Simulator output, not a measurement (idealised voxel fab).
voxel wiring stack: a process module
For reference, the cross-section in this document is cut, with width 280 nm and square cells of 5 nm.
This document writes a cross-section as a grid whose cells are square, and gives it as bands, listed from the top down; one or more rows of cells form a band. The entry gives the band's vertical extent as a top height and a bottom height in nm, then its horizontal make-up as materials from left to right, each with a width in nm. "blank" stands for empty space; a single material marked "everywhere" fills the band edge to edge. Note: height 0 marks the level under which the wafer is uniformly one material as received. Lowest band unbounded below, written "0..down". Width: "30 to 40" (first number = top row, second number = bottom row, same change from row to row of cells). The cross-section has no changed cell in any step marked "remained unchanged". The entry titled "Catalogued sealed voids" provides the empty spaces that have no open way to the top, restricted to those of 8 cells or more. Each is presented as width x height at distance, the distance being measured from the left edge, with all three in nm. after a step's settings: what the simulator itself notes on the step. On any step carrying a mask, the "overlay nm" setting, if present on the step's line, tells how far right of its planned place the mask lay; negative values point to the left.
PROCESS STEPS (PLANNED)
1. RECEIVE, material Si
2. CONFORMAL_DEP, material SiO2, thk nm 10
3. CONFORMAL_DEP, material SiCN, thk nm 5
4. DIRECTIONAL_DEP, material lowk, thk nm 25
5. DIRECTIONAL_DEP, material aC, thk nm 10
6. PATTERN, tone open, mask id METAL_1, material resist, width nm 30, pitch nm 45, thk nm 30, overlay nm 0
7. DIRECTIONAL_ETCH, etch materials aC, depth nm 10
8. STRIP, etch materials resist
9. DIRECTIONAL_ETCH, etch materials lowk, depth nm 25
10. DIRECTIONAL_ETCH, etch materials SiCN, depth nm 5
11. STRIP, etch materials aC
12. CONFORMAL_DEP, material TiN, thk nm 5
13. FILL_DEP, material W, thk nm 5
14. CMP, height nm 40
15. CONFORMAL_DEP, material SiCN, thk nm 5
16. DIRECTIONAL_DEP, material SiO2, thk nm 25
17. DIRECTIONAL_DEP, material aC, thk nm 15
18. PATTERN, tone open, mask id METAL_2_HOLES, material resist, width nm 15, thk nm 30, overlay nm 0
19. DIRECTIONAL_ETCH, etch materials aC, depth nm 15
20. STRIP, etch materials resist
21. DIRECTIONAL_ETCH, etch materials SiO2, depth nm 25
22. STRIP, etch materials aC
23. PATTERN, tone open, mask id METAL_2, material resist, width nm 30, pitch nm 45, thk nm 20, overlay nm 0
24. DIRECTIONAL_ETCH, etch materials SiO2, depth nm 15
25. DIRECTIONAL_ETCH, etch materials SiCN, depth nm 5
26. STRIP, etch materials resist
27. CONFORMAL_DEP, material TiN, thk nm 5
28. FILL_DEP, material Cu, thk nm 10
29. CMP, height nm 70
30. CONFORMAL_DEP, material SiCN, thk nm 5
31. DIRECTIONAL_DEP, material SiO2, thk nm 15
32. MASKED_ETCH, tone open, mask id PLUG_2, width nm 15, pitch nm 45, etch materials SiO2, depth nm 15, overlay nm 0
33. MASKED_ETCH, tone open, mask id PLUG_2, width nm 15, pitch nm 45, etch materials SiCN, depth nm 5, overlay nm 0
34. EPI, material Ru, thk nm 10
35. EPI, material Ru, thk nm 10
36. DIRECTIONAL_DEP, material TiN, thk nm 5
37. DIRECTIONAL_DEP, material W, thk nm 20
38. PATTERN, tone cover, mask id METAL_3, material resist, width nm 30, pitch nm 45, thk nm 15, overlay nm 0
39. DIRECTIONAL_ETCH, etch materials W, depth nm 20
40. DIRECTIONAL_ETCH, etch materials TiN, depth nm 5
41. STRIP, etch materials resist
42. CONFORMAL_DEP, material SiCN, thk nm 5
43. FILL_DEP, material SiO2, thk nm 5
44. CMP, height nm 115
45. CONFORMAL_DEP, material SiCN, thk nm 5
46. DIRECTIONAL_DEP, material SiO2, thk nm 10
47. DIRECTIONAL_DEP, material aC, thk nm 15
48. PATTERN, tone open, mask id PLUG_3, material resist, width nm 15, thk nm 35, overlay nm 0
49. DIRECTIONAL_ETCH, etch materials aC, depth nm 15
50. STRIP, etch materials resist
51. DIRECTIONAL_ETCH, etch materials SiO2, depth nm 10
52. DIRECTIONAL_ETCH, etch materials SiCN, depth nm 5
53. STRIP, etch materials aC
54. CONFORMAL_DEP, material TiN, thk nm 5
55. FILL_DEP, material Ru, thk nm 10
56. CMP, height nm 130
57. CONFORMAL_DEP, material SiN, thk nm 5
58. DIRECTIONAL_DEP, material SiO2, thk nm 25
59. DIRECTIONAL_DEP, material aC, thk nm 10
60. PATTERN, tone open, mask id METAL_4, material resist, width nm 30, pitch nm 45, thk nm 25, overlay nm 0
61. DIRECTIONAL_ETCH, etch materials aC, depth nm 10
62. STRIP, etch materials resist
63. DIRECTIONAL_ETCH, etch materials SiO2, depth nm 25
64. DIRECTIONAL_ETCH, etch materials SiN, depth nm 5
65. STRIP, etch materials aC
66. CONFORMAL_DEP, material TiN, thk nm 5
67. FILL_DEP, material Cu, thk nm 5
68. CMP, height nm 160
69. CONFORMAL_DEP, material SiN, thk nm 5
THE FIRST OF TWO WAFERS, RUN AS PLANNED
HERE'S WHAT THE WAFER LOOKED LIKE IN CROSS-SECTION WHEN IT ARRIVED - THAT'S AFTER STEP 1
    0..down = Si everywhere
    Catalogued sealed voids: none
AFTER STEP 2, IN CROSS-SECTION
    10..0 = SiO2 everywhere
    Heights below 0 show no change.
AFTER STEP 3, IN CROSS-SECTION
    15..10 = SiCN everywhere
    Heights below 10 show no change.
AFTER STEP 4, IN CROSS-SECTION
    40..15 = lowk everywhere
    Heights below 15 show no change.
AFTER STEP 5, IN CROSS-SECTION
    50..40 = aC everywhere
    Heights below 40 show no change.
AFTER STEP 6, IN CROSS-SECTION
    80..50 = 100 of resist; 30 of blank; 15 of resist; 30 of blank; 105 of resist
    Heights below 50 show no change.
AFTER STEP 7, IN CROSS-SECTION
    70..50 = 100 of resist; 30 of blank; 15 of resist; 30 of blank; 105 of resist
    50..40 = 100 of aC; 30 of blank; 15 of aC; 30 of blank; 105 of aC
    Heights below 40 show no change.
AFTER STEP 8, IN CROSS-SECTION
    50..40 = 100 of aC; 30 of blank; 15 of aC; 30 of blank; 105 of aC
    Heights below 40 show no change.
AFTER STEP 9, IN CROSS-SECTION
    50..40 = 100 of aC; 30 of blank; 15 of aC; 30 of blank; 105 of aC
    40..15 = 100 of lowk; 30 of blank; 15 of lowk; 30 of blank; 105 of lowk
    Heights below 15 show no change.
AFTER STEP 10, IN CROSS-SECTION
    50..40 = 100 of aC; 30 of blank; 15 of aC; 30 of blank; 105 of aC
    40..15 = 100 of lowk; 30 of blank; 15 of lowk; 30 of blank; 105 of lowk
    15..10 = 100 of SiCN; 30 of blank; 15 of SiCN; 30 of blank; 105 of SiCN
    Heights below 10 show no change.
AFTER STEP 11, IN CROSS-SECTION
    40..15 = 100 of lowk; 30 of blank; 15 of lowk; 30 of blank; 105 of lowk
    Heights below 15 show no change.
AFTER STEP 12, IN CROSS-SECTION
    45..40 = 105 of TiN; 20 of blank; 25 of TiN; 20 of blank; 110 of TiN
    40..15 = 100 of lowk; 5 of TiN; 20 of blank; 5 of TiN; 15 of lowk; 5 of TiN; 20 of blank; 5 of TiN; 105 of lowk
    15..10 = 100 of SiCN; 30 of TiN; 15 of SiCN; 30 of TiN; 105 of SiCN
    Heights below 10 show no change.
AFTER STEP 13, IN CROSS-SECTION
    50..45 = W everywhere
    45..40 = 105 of TiN; 20 of W; 25 of TiN; 20 of W; 110 of TiN
    40..15 = 100 of lowk; 5 of TiN; 20 of W; 5 of TiN; 15 of lowk; 5 of TiN; 20 of W; 5 of TiN; 105 of lowk
    Heights below 15 show no change.
AFTER STEP 14, IN CROSS-SECTION
    40..15 = 100 of lowk; 5 of TiN; 20 of W; 5 of TiN; 15 of lowk; 5 of TiN; 20 of W; 5 of TiN; 105 of lowk
    Heights below 15 show no change.
AFTER STEP 15, IN CROSS-SECTION
    45..40 = SiCN everywhere
    Heights below 40 show no change.
AFTER STEP 16, IN CROSS-SECTION
    70..45 = SiO2 everywhere
    Heights below 45 show no change.
AFTER STEP 17, IN CROSS-SECTION
    85..70 = aC everywhere
    Heights below 70 show no change.
AFTER STEP 18, IN CROSS-SECTION
    115..85 = 100 of resist; 15 of blank; 165 of resist
    Heights below 85 show no change.
AFTER STEP 19, IN CROSS-SECTION
    100..85 = 100 of resist; 15 of blank; 165 of resist
    85..70 = 100 of aC; 15 of blank; 165 of aC
    Heights below 70 show no change.
AFTER STEP 20, IN CROSS-SECTION
    85..70 = 100 of aC; 15 of blank; 165 of aC
    Heights below 70 show no change.
AFTER STEP 21, IN CROSS-SECTION
    85..70 = 100 of aC; 15 of blank; 165 of aC
    70..45 = 100 of SiO2; 15 of blank; 165 of SiO2
    Heights below 45 show no change.
AFTER STEP 22, IN CROSS-SECTION
    70..45 = 100 of SiO2; 15 of blank; 165 of SiO2
    Heights below 45 show no change.
AFTER STEP 23, IN CROSS-SECTION
    90..70 = 100 of resist; 30 of blank; 15 of resist; 30 of blank; 105 of resist
    Heights below 70 show no change.
AFTER STEP 24, IN CROSS-SECTION
    90..70 = 100 of resist; 30 of blank; 15 of resist; 30 of blank; 105 of resist
    70..55 = 100 of SiO2; 30 of blank; 15 of SiO2; 30 of blank; 105 of SiO2
    Heights below 55 show no change.
AFTER STEP 25, IN CROSS-SECTION
    90..70 = 100 of resist; 30 of blank; 15 of resist; 30 of blank; 105 of resist
    70..55 = 100 of SiO2; 30 of blank; 15 of SiO2; 30 of blank; 105 of SiO2
    55..45 = 100 of SiO2; 15 of blank; 165 of SiO2
    45..40 = 100 of SiCN; 15 of blank; 165 of SiCN
    Heights below 40 show no change.
AFTER STEP 26, IN CROSS-SECTION
    70..55 = 100 of SiO2; 30 of blank; 15 of SiO2; 30 of blank; 105 of SiO2
    Heights below 55 show no change.
AFTER STEP 27, IN CROSS-SECTION
    75..70 = 105 of TiN; 20 of blank; 25 of TiN; 20 of blank; 110 of TiN
    70..60 = 100 of SiO2; 5 of TiN; 20 of blank; 5 of TiN; 15 of SiO2; 5 of TiN; 20 of blank; 5 of TiN; 105 of SiO2
    60..55 = 100 of SiO2; 5 of TiN; 5 of blank; 20 of TiN; 15 of SiO2; 30 of TiN; 105 of SiO2
    55..45 = 100 of SiO2; 5 of TiN; 5 of blank; 5 of TiN; 165 of SiO2
    45..40 = 100 of SiCN; 15 of TiN; 165 of SiCN
    Heights below 40 show no change.
AFTER STEP 28, IN CROSS-SECTION
    85..75 = Cu everywhere
    75..70 = 105 of TiN; 20 of Cu; 25 of TiN; 20 of Cu; 110 of TiN
    70..60 = 100 of SiO2; 5 of TiN; 20 of Cu; 5 of TiN; 15 of SiO2; 5 of TiN; 20 of Cu; 5 of TiN; 105 of SiO2
    60..55 = 100 of SiO2; 5 of TiN; 5 of Cu; 20 of TiN; 15 of SiO2; 30 of TiN; 105 of SiO2
    55..45 = 100 of SiO2; 5 of TiN; 5 of Cu; 5 of TiN; 165 of SiO2
    Heights below 45 show no change.
AFTER STEP 29, IN CROSS-SECTION
    70..60 = 100 of SiO2; 5 of TiN; 20 of Cu; 5 of TiN; 15 of SiO2; 5 of TiN; 20 of Cu; 5 of TiN; 105 of SiO2
    Heights below 60 show no change.
AFTER STEP 30, IN CROSS-SECTION
    75..70 = SiCN everywhere
    Heights below 70 show no change.
AFTER STEP 31, IN CROSS-SECTION
    90..75 = SiO2 everywhere
    Heights below 75 show no change.
AFTER STEP 32, IN CROSS-SECTION
    90..75 = 100 of SiO2; 15 of blank; 30 of SiO2; 15 of blank; 120 of SiO2
    Heights below 75 show no change.
AFTER STEP 33, IN CROSS-SECTION
    90..75 = 100 of SiO2; 15 of blank; 30 of SiO2; 15 of blank; 120 of SiO2
    75..70 = 100 of SiCN; 15 of blank; 30 of SiCN; 15 of blank; 120 of SiCN
    Heights below 70 show no change.
AFTER STEP 34, IN CROSS-SECTION
    90..80 = 100 of SiO2; 15 of blank; 30 of SiO2; 15 of blank; 120 of SiO2
    80..75 = 100 of SiO2; 15 of Ru; 30 of SiO2; 15 of Ru; 120 of SiO2
    75..70 = 100 of SiCN; 15 of Ru; 30 of SiCN; 15 of Ru; 120 of SiCN
    Heights below 70 show no change.
AFTER STEP 35, IN CROSS-SECTION
    90..75 = 100 of SiO2; 15 of Ru; 30 of SiO2; 15 of Ru; 120 of SiO2
    Heights below 75 show no change.
AFTER STEP 36, IN CROSS-SECTION
    95..90 = TiN everywhere
    Heights below 90 show no change.
AFTER STEP 37, IN CROSS-SECTION
    115..95 = W everywhere
    Heights below 95 show no change.
AFTER STEP 38, IN CROSS-SECTION
    130..115 = 100 of blank; 30 of resist; 15 of blank; 30 of resist; 105 of blank
    Heights below 115 show no change.
AFTER STEP 39, IN CROSS-SECTION
    130..115 = 100 of blank; 30 of resist; 15 of blank; 30 of resist; 105 of blank
    115..95 = 100 of blank; 30 of W; 15 of blank; 30 of W; 105 of blank
    Heights below 95 show no change.
AFTER STEP 40, IN CROSS-SECTION
    130..115 = 100 of blank; 30 of resist; 15 of blank; 30 of resist; 105 of blank
    115..95 = 100 of blank; 30 of W; 15 of blank; 30 of W; 105 of blank
    95..90 = 100 of blank; 30 of TiN; 15 of blank; 30 of TiN; 105 of blank
    Heights below 90 show no change.
AFTER STEP 41, IN CROSS-SECTION
    115..95 = 100 of blank; 30 of W; 15 of blank; 30 of W; 105 of blank
    Heights below 95 show no change.
AFTER STEP 42, IN CROSS-SECTION
    120..115 = 95 of blank; 40 of SiCN; 5 of blank; 40 of SiCN; 100 of blank
    115..95 = 95 of blank; 5 of SiCN; 30 of W; 5 of SiCN; 5 of blank; 5 of SiCN; 30 of W; 5 of SiCN; 100 of blank
    95..90 = 100 of SiCN; 30 of TiN; 15 of SiCN; 30 of TiN; 105 of SiCN
    Heights below 90 show no change.
AFTER STEP 43, IN CROSS-SECTION
    125..120 = SiO2 everywhere
    120..115 = 95 of SiO2; 40 of SiCN; 5 of SiO2; 40 of SiCN; 100 of SiO2
    115..95 = 95 of SiO2; 5 of SiCN; 30 of W; 5 of SiCN; 5 of SiO2; 5 of SiCN; 30 of W; 5 of SiCN; 100 of SiO2
    Heights below 95 show no change.
AFTER STEP 44, IN CROSS-SECTION
    115..95 = 95 of SiO2; 5 of SiCN; 30 of W; 5 of SiCN; 5 of SiO2; 5 of SiCN; 30 of W; 5 of SiCN; 100 of SiO2
    Heights below 95 show no change.
AFTER STEP 45, IN CROSS-SECTION
    120..115 = SiCN everywhere
    Heights below 115 show no change.
AFTER STEP 46, IN CROSS-SECTION
    130..120 = SiO2 everywhere
    Heights below 120 show no change.
AFTER STEP 47, IN CROSS-SECTION
    145..130 = aC everywhere
    Heights below 130 show no change.
AFTER STEP 48, IN CROSS-SECTION
    180..145 = 100 of resist; 15 of blank; 165 of resist
    Heights below 145 show no change.
AFTER STEP 49, IN CROSS-SECTION
    165..145 = 100 of resist; 15 of blank; 165 of resist
    145..130 = 100 of aC; 15 of blank; 165 of aC
    Heights below 130 show no change.
AFTER STEP 50, IN CROSS-SECTION
    145..130 = 100 of aC; 15 of blank; 165 of aC
    Heights below 130 show no change.
AFTER STEP 51, IN CROSS-SECTION
    145..130 = 100 of aC; 15 of blank; 165 of aC
    130..120 = 100 of SiO2; 15 of blank; 165 of SiO2
    Heights below 120 show no change.
AFTER STEP 52, IN CROSS-SECTION
    145..130 = 100 of aC; 15 of blank; 165 of aC
    130..120 = 100 of SiO2; 15 of blank; 165 of SiO2
    120..115 = 100 of SiCN; 15 of blank; 165 of SiCN
    Heights below 115 show no change.
AFTER STEP 53, IN CROSS-SECTION
    130..120 = 100 of SiO2; 15 of blank; 165 of SiO2
    Heights below 120 show no change.
AFTER STEP 54, IN CROSS-SECTION
    135..130 = 105 of TiN; 5 of blank; 170 of TiN
    130..120 = 100 of SiO2; 5 of TiN; 5 of blank; 5 of TiN; 165 of SiO2
    120..115 = 100 of SiCN; 15 of TiN; 165 of SiCN
    Heights below 115 show no change.
AFTER STEP 55, IN CROSS-SECTION
    145..135 = Ru everywhere
    135..130 = 105 of TiN; 5 of Ru; 170 of TiN
    130..120 = 100 of SiO2; 5 of TiN; 5 of Ru; 5 of TiN; 165 of SiO2
    Heights below 120 show no change.
AFTER STEP 56, IN CROSS-SECTION
    130..120 = 100 of SiO2; 5 of TiN; 5 of Ru; 5 of TiN; 165 of SiO2
    Heights below 120 show no change.
AFTER STEP 57, IN CROSS-SECTION
    135..130 = SiN everywhere
    Heights below 130 show no change.
AFTER STEP 58, IN CROSS-SECTION
    160..135 = SiO2 everywhere
    Heights below 135 show no change.
AFTER STEP 59, IN CROSS-SECTION
    170..160 = aC everywhere
    Heights below 160 show no change.
AFTER STEP 60, IN CROSS-SECTION
    195..170 = 100 of resist; 30 of blank; 15 of resist; 30 of blank; 105 of resist
    Heights below 170 show no change.
AFTER STEP 61, IN CROSS-SECTION
    185..170 = 100 of resist; 30 of blank; 15 of resist; 30 of blank; 105 of resist
    170..160 = 100 of aC; 30 of blank; 15 of aC; 30 of blank; 105 of aC
    Heights below 160 show no change.
AFTER STEP 62, IN CROSS-SECTION
    170..160 = 100 of aC; 30 of blank; 15 of aC; 30 of blank; 105 of aC
    Heights below 160 show no change.
AFTER STEP 63, IN CROSS-SECTION
    170..160 = 100 of aC; 30 of blank; 15 of aC; 30 of blank; 105 of aC
    160..135 = 100 of SiO2; 30 of blank; 15 of SiO2; 30 of blank; 105 of SiO2
    Heights below 135 show no change.
AFTER STEP 64, IN CROSS-SECTION
    170..160 = 100 of aC; 30 of blank; 15 of aC; 30 of blank; 105 of aC
    160..135 = 100 of SiO2; 30 of blank; 15 of SiO2; 30 of blank; 105 of SiO2
    135..130 = 100 of SiN; 30 of blank; 15 of SiN; 30 of blank; 105 of SiN
    Heights below 130 show no change.
AFTER STEP 65, IN CROSS-SECTION
    160..135 = 100 of SiO2; 30 of blank; 15 of SiO2; 30 of blank; 105 of SiO2
    Heights below 135 show no change.
AFTER STEP 66, IN CROSS-SECTION
    165..160 = 105 of TiN; 20 of blank; 25 of TiN; 20 of blank; 110 of TiN
    160..135 = 100 of SiO2; 5 of TiN; 20 of blank; 5 of TiN; 15 of SiO2; 5 of TiN; 20 of blank; 5 of TiN; 105 of SiO2
    135..130 = 100 of SiN; 30 of TiN; 15 of SiN; 30 of TiN; 105 of SiN
    Heights below 130 show no change.
AFTER STEP 67, IN CROSS-SECTION
    170..165 = Cu everywhere
    165..160 = 105 of TiN; 20 of Cu; 25 of TiN; 20 of Cu; 110 of TiN
    160..135 = 100 of SiO2; 5 of TiN; 20 of Cu; 5 of TiN; 15 of SiO2; 5 of TiN; 20 of Cu; 5 of TiN; 105 of SiO2
    Heights below 135 show no change.
AFTER STEP 68, IN CROSS-SECTION
    160..135 = 100 of SiO2; 5 of TiN; 20 of Cu; 5 of TiN; 15 of SiO2; 5 of TiN; 20 of Cu; 5 of TiN; 105 of SiO2
    Heights below 135 show no change.
AFTER STEP 69, IN CROSS-SECTION
    165..160 = SiN everywhere
    Heights below 160 show no change.
REGARDING THE SECOND OF THE TWO WAFERS: IT SHARED THE FIRST WAFER'S STARTING CONDITION AND PROCESS PLAN, YET ONE ERROR OCCURRED DURING ITS EXECUTION. ITS HISTORY COINCIDES WITH THAT OF THE FIRST WAFER UP TO AND INCLUDING STEP 31
LOOK AT THE SECOND WAFER IN CROSS-SECTION AT THE TIME STEP 32 OUGHT TO HAVE FINISHED
    90..75 = 100 of SiO2; 20 of blank; 25 of SiO2; 20 of blank; 115 of SiO2
    Heights below 75 show no change.
LOOK AT THE SECOND WAFER IN CROSS-SECTION AT THE TIME STEP 33 OUGHT TO HAVE FINISHED
    90..75 = 100 of SiO2; 20 of blank; 25 of SiO2; 20 of blank; 115 of SiO2
    75..70 = 100 of SiCN; 15 of blank; 30 of SiCN; 15 of blank; 120 of SiCN
    Heights below 70 show no change.
LOOK AT THE SECOND WAFER IN CROSS-SECTION AT THE TIME STEP 34 OUGHT TO HAVE FINISHED
    90..80 = 100 of SiO2; 20 of blank; 25 of SiO2; 20 of blank; 115 of SiO2
    80..75 = 100 of SiO2; 20 of Ru; 25 of SiO2; 20 of Ru; 115 of SiO2
    75..70 = 100 of SiCN; 15 of Ru; 30 of SiCN; 15 of Ru; 120 of SiCN
    Heights below 70 show no change.
LOOK AT THE SECOND WAFER IN CROSS-SECTION AT THE TIME STEP 35 OUGHT TO HAVE FINISHED
    90..75 = 100 of SiO2; 20 of Ru; 25 of SiO2; 20 of Ru; 115 of SiO2
    Heights below 75 show no change.
LOOK AT THE SECOND WAFER IN CROSS-SECTION AT THE TIME STEP 36 OUGHT TO HAVE FINISHED
    95..90 = TiN everywhere
    Heights below 90 show no change.
LOOK AT THE SECOND WAFER IN CROSS-SECTION AT THE TIME STEP 37 OUGHT TO HAVE FINISHED
    115..95 = W everywhere
    Heights below 95 show no change.
LOOK AT THE SECOND WAFER IN CROSS-SECTION AT THE TIME STEP 38 OUGHT TO HAVE FINISHED
    130..115 = 100 of blank; 30 of resist; 15 of blank; 30 of resist; 105 of blank
    Heights below 115 show no change.
LOOK AT THE SECOND WAFER IN CROSS-SECTION AT THE TIME STEP 39 OUGHT TO HAVE FINISHED
    130..115 = 100 of blank; 30 of resist; 15 of blank; 30 of resist; 105 of blank
    115..95 = 100 of blank; 30 of W; 15 of blank; 30 of W; 105 of blank
    Heights below 95 show no change.
LOOK AT THE SECOND WAFER IN CROSS-SECTION AT THE TIME STEP 40 OUGHT TO HAVE FINISHED
    130..115 = 100 of blank; 30 of resist; 15 of blank; 30 of resist; 105 of blank
    115..95 = 100 of blank; 30 of W; 15 of blank; 30 of W; 105 of blank
    95..90 = 100 of blank; 30 of TiN; 15 of blank; 30 of TiN; 105 of blank
    Heights below 90 show no change.
LOOK AT THE SECOND WAFER IN CROSS-SECTION AT THE TIME STEP 41 OUGHT TO HAVE FINISHED
    115..95 = 100 of blank; 30 of W; 15 of blank; 30 of W; 105 of blank
    Heights below 95 show no change.
LOOK AT THE SECOND WAFER IN CROSS-SECTION AT THE TIME STEP 42 OUGHT TO HAVE FINISHED
    120..115 = 95 of blank; 40 of SiCN; 5 of blank; 40 of SiCN; 100 of blank
    115..95 = 95 of blank; 5 of SiCN; 30 of W; 5 of SiCN; 5 of blank; 5 of SiCN; 30 of W; 5 of SiCN; 100 of blank
    95..90 = 100 of SiCN; 30 of TiN; 15 of SiCN; 30 of TiN; 105 of SiCN
    Heights below 90 show no change.
LOOK AT THE SECOND WAFER IN CROSS-SECTION AT THE TIME STEP 43 OUGHT TO HAVE FINISHED
    125..120 = SiO2 everywhere
    120..115 = 95 of SiO2; 40 of SiCN; 5 of SiO2; 40 of SiCN; 100 of SiO2
    115..95 = 95 of SiO2; 5 of SiCN; 30 of W; 5 of SiCN; 5 of SiO2; 5 of SiCN; 30 of W; 5 of SiCN; 100 of SiO2
    Heights below 95 show no change.
LOOK AT THE SECOND WAFER IN CROSS-SECTION AT THE TIME STEP 44 OUGHT TO HAVE FINISHED
    115..95 = 95 of SiO2; 5 of SiCN; 30 of W; 5 of SiCN; 5 of SiO2; 5 of SiCN; 30 of W; 5 of SiCN; 100 of SiO2
    Heights below 95 show no change.
LOOK AT THE SECOND WAFER IN CROSS-SECTION AT THE TIME STEP 45 OUGHT TO HAVE FINISHED
    120..115 = SiCN everywhere
    Heights below 115 show no change.
LOOK AT THE SECOND WAFER IN CROSS-SECTION AT THE TIME STEP 46 OUGHT TO HAVE FINISHED
    130..120 = SiO2 everywhere
    Heights below 120 show no change.
LOOK AT THE SECOND WAFER IN CROSS-SECTION AT THE TIME STEP 47 OUGHT TO HAVE FINISHED
    145..130 = aC everywhere
    Heights below 130 show no change.
LOOK AT THE SECOND WAFER IN CROSS-SECTION AT THE TIME STEP 48 OUGHT TO HAVE FINISHED
    180..145 = 100 of resist; 15 of blank; 165 of resist
    Heights below 145 show no change.
LOOK AT THE SECOND WAFER IN CROSS-SECTION AT THE TIME STEP 49 OUGHT TO HAVE FINISHED
    165..145 = 100 of resist; 15 of blank; 165 of resist
    145..130 = 100 of aC; 15 of blank; 165 of aC
    Heights below 130 show no change.
LOOK AT THE SECOND WAFER IN CROSS-SECTION AT THE TIME STEP 50 OUGHT TO HAVE FINISHED
    145..130 = 100 of aC; 15 of blank; 165 of aC
    Heights below 130 show no change.
LOOK AT THE SECOND WAFER IN CROSS-SECTION AT THE TIME STEP 51 OUGHT TO HAVE FINISHED
    145..130 = 100 of aC; 15 of blank; 165 of aC
    130..120 = 100 of SiO2; 15 of blank; 165 of SiO2
    Heights below 120 show no change.
LOOK AT THE SECOND WAFER IN CROSS-SECTION AT THE TIME STEP 52 OUGHT TO HAVE FINISHED
    145..130 = 100 of aC; 15 of blank; 165 of aC
    130..120 = 100 of SiO2; 15 of blank; 165 of SiO2
    120..115 = 100 of SiCN; 15 of blank; 165 of SiCN
    Heights below 115 show no change.
LOOK AT THE SECOND WAFER IN CROSS-SECTION AT THE TIME STEP 53 OUGHT TO HAVE FINISHED
    130..120 = 100 of SiO2; 15 of blank; 165 of SiO2
    Heights below 120 show no change.
LOOK AT THE SECOND WAFER IN CROSS-SECTION AT THE TIME STEP 54 OUGHT TO HAVE FINISHED
    135..130 = 105 of TiN; 5 of blank; 170 of TiN
    130..120 = 100 of SiO2; 5 of TiN; 5 of blank; 5 of TiN; 165 of SiO2
    120..115 = 100 of SiCN; 15 of TiN; 165 of SiCN
    Heights below 115 show no change.
LOOK AT THE SECOND WAFER IN CROSS-SECTION AT THE TIME STEP 55 OUGHT TO HAVE FINISHED
    145..135 = Ru everywhere
    135..130 = 105 of TiN; 5 of Ru; 170 of TiN
    130..120 = 100 of SiO2; 5 of TiN; 5 of Ru; 5 of TiN; 165 of SiO2
    Heights below 120 show no change.
LOOK AT THE SECOND WAFER IN CROSS-SECTION AT THE TIME STEP 56 OUGHT TO HAVE FINISHED
    130..120 = 100 of SiO2; 5 of TiN; 5 of Ru; 5 of TiN; 165 of SiO2
    Heights below 120 show no change.
LOOK AT THE SECOND WAFER IN CROSS-SECTION AT THE TIME STEP 57 OUGHT TO HAVE FINISHED
    135..130 = SiN everywhere
    Heights below 130 show no change.
LOOK AT THE SECOND WAFER IN CROSS-SECTION AT THE TIME STEP 58 OUGHT TO HAVE FINISHED
    160..135 = SiO2 everywhere
    Heights below 135 show no change.
LOOK AT THE SECOND WAFER IN CROSS-SECTION AT THE TIME STEP 59 OUGHT TO HAVE FINISHED
    170..160 = aC everywhere
    Heights below 160 show no change.
LOOK AT THE SECOND WAFER IN CROSS-SECTION AT THE TIME STEP 60 OUGHT TO HAVE FINISHED
    195..170 = 100 of resist; 30 of blank; 15 of resist; 30 of blank; 105 of resist
    Heights below 170 show no change.
LOOK AT THE SECOND WAFER IN CROSS-SECTION AT THE TIME STEP 61 OUGHT TO HAVE FINISHED
    185..170 = 100 of resist; 30 of blank; 15 of resist; 30 of blank; 105 of resist
    170..160 = 100 of aC; 30 of blank; 15 of aC; 30 of blank; 105 of aC
    Heights below 160 show no change.
LOOK AT THE SECOND WAFER IN CROSS-SECTION AT THE TIME STEP 62 OUGHT TO HAVE FINISHED
    170..160 = 100 of aC; 30 of blank; 15 of aC; 30 of blank; 105 of aC
    Heights below 160 show no change.
LOOK AT THE SECOND WAFER IN CROSS-SECTION AT THE TIME STEP 63 OUGHT TO HAVE FINISHED
    170..160 = 100 of aC; 30 of blank; 15 of aC; 30 of blank; 105 of aC
    160..135 = 100 of SiO2; 30 of blank; 15 of SiO2; 30 of blank; 105 of SiO2
    Heights below 135 show no change.
LOOK AT THE SECOND WAFER IN CROSS-SECTION AT THE TIME STEP 64 OUGHT TO HAVE FINISHED
    170..160 = 100 of aC; 30 of blank; 15 of aC; 30 of blank; 105 of aC
    160..135 = 100 of SiO2; 30 of blank; 15 of SiO2; 30 of blank; 105 of SiO2
    135..130 = 100 of SiN; 30 of blank; 15 of SiN; 30 of blank; 105 of SiN
    Heights below 130 show no change.
LOOK AT THE SECOND WAFER IN CROSS-SECTION AT THE TIME STEP 65 OUGHT TO HAVE FINISHED
    160..135 = 100 of SiO2; 30 of blank; 15 of SiO2; 30 of blank; 105 of SiO2
    Heights below 135 show no change.
LOOK AT THE SECOND WAFER IN CROSS-SECTION AT THE TIME STEP 66 OUGHT TO HAVE FINISHED
    165..160 = 105 of TiN; 20 of blank; 25 of TiN; 20 of blank; 110 of TiN
    160..135 = 100 of SiO2; 5 of TiN; 20 of blank; 5 of TiN; 15 of SiO2; 5 of TiN; 20 of blank; 5 of TiN; 105 of SiO2
    135..130 = 100 of SiN; 30 of TiN; 15 of SiN; 30 of TiN; 105 of SiN
    Heights below 130 show no change.
LOOK AT THE SECOND WAFER IN CROSS-SECTION AT THE TIME STEP 67 OUGHT TO HAVE FINISHED
    170..165 = Cu everywhere
    165..160 = 105 of TiN; 20 of Cu; 25 of TiN; 20 of Cu; 110 of TiN
    160..135 = 100 of SiO2; 5 of TiN; 20 of Cu; 5 of TiN; 15 of SiO2; 5 of TiN; 20 of Cu; 5 of TiN; 105 of SiO2
    Heights below 135 show no change.
LOOK AT THE SECOND WAFER IN CROSS-SECTION AT THE TIME STEP 68 OUGHT TO HAVE FINISHED
    160..135 = 100 of SiO2; 5 of TiN; 20 of Cu; 5 of TiN; 15 of SiO2; 5 of TiN; 20 of Cu; 5 of TiN; 105 of SiO2
    Heights below 135 show no change.
LOOK AT THE SECOND WAFER IN CROSS-SECTION AT THE TIME STEP 69 OUGHT TO HAVE FINISHED
    165..160 = SiN everywhere
    Heights below 160 show no change.
The plan and the run diverged here: contrary to plan, step 32 was performed as MASKED_ETCH, tone open, mask id PLUG_2, width nm 20, pitch nm 45, etch materials SiO2, depth nm 15, overlay nm 0
Upon completion, the second wafer contains, in terms of cells, a greater or smaller amount of certain materials than the first wafer: 6 more of Ru, 6 fewer of SiO2
